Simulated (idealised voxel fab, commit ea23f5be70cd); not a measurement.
process module | voxel trench capacitor
cross-section cut | 240 nm wide | cells 5 nm
A cross-section is a grid of square cells, given in bands from the top down. A band is one or more rows of cells.
Each band's line starts with the height of the band's top and of its bottom, in nm. Then come its materials from left to right, each with its width in nm. One material with "throughout" fills the band from edge to edge. "air" is empty space.
Height 0 is the level under which the wafer as received is all one material. The lowest band goes on downwards, as in "0 down".
A width such as "30 to 40" changes by the same amount from each row of cells to the next, from the band's top row to its bottom row.
"no change" after a step means that no cell of the cross-section changed.
closed voids: empty space of 8 cells or more with no open way to the top, each as width x height at its distance from the left edge, in nm
after a step's settings: what the simulator itself notes on the step
overlay nm, on a step with a mask: how far to the right of its planned place the mask lay; to the left if negative
plan
1 op RECEIVE | material Si
2 op CONFORMAL_DEP | material SiN | thk nm 10
3 op MASKED_ETCH | tone open | mask id TRENCH | width nm 25 | pitch nm 40 | etch materials SiN | depth nm 10 | overlay nm 0
4 op MASKED_ETCH | tone open | mask id TRENCH | width nm 25 | pitch nm 40 | etch materials Si | depth nm 25 | overlay nm 0
5 op CONFORMAL_DEP | material Al2O3 | thk nm 5
6 op CONFORMAL_DEP | material TiN | thk nm 5
7 op FILL_DEP | material W | thk nm 10
8 op CMP | height nm 10
as received, after step 1
  0 down: Si throughout
  closed voids: none
a wafer at the end: this start, this plan, one mistake
  30 to 20: W throughout
  20 to 15: TiN 55 | W 5 | TiN 35 | W 5 | TiN 35 | W 5 | TiN 35 | W 5 | TiN 60
  15 to 10: Al2O3 50 | TiN 5 | W 5 | TiN 5 | Al2O3 25 | TiN 5 | W 5 | TiN 5 | Al2O3 25 | TiN 5 | W 5 | TiN 5 | Al2O3 25 | TiN 5 | W 5 | TiN 5 | Al2O3 55
  10 to 0: SiN 45 | Al2O3 5 | TiN 5 | W 5 | TiN 5 | Al2O3 5 | SiN 15 | Al2O3 5 | TiN 5 | W 5 | TiN 5 | Al2O3 5 | SiN 15 | Al2O3 5 | TiN 5 | W 5 | TiN 5 | Al2O3 5 | SiN 15 | Al2O3 5 | TiN 5 | W 5 | TiN 5 | Al2O3 5 | SiN 50
  0 to -15: Si 45 | Al2O3 5 | TiN 5 | W 5 | TiN 5 | Al2O3 5 | Si 15 | Al2O3 5 | TiN 5 | W 5 | TiN 5 | Al2O3 5 | Si 15 | Al2O3 5 | TiN 5 | W 5 | TiN 5 | Al2O3 5 | Si 15 | Al2O3 5 | TiN 5 | W 5 | TiN 5 | Al2O3 5 | Si 50
  -15 to -20: Si 45 | Al2O3 5 | TiN 15 | Al2O3 5 | Si 15 | Al2O3 5 | TiN 15 | Al2O3 5 | Si 15 | Al2O3 5 | TiN 15 | Al2O3 5 | Si 15 | Al2O3 5 | TiN 15 | Al2O3 5 | Si 50
  -20 to -25: Si 45 | Al2O3 25 | Si 15 | Al2O3 25 | Si 15 | Al2O3 25 | Si 15 | Al2O3 25 | Si 50
  -25 down: Si throughout
  closed voids: none
what went wrong: step 8 was left out
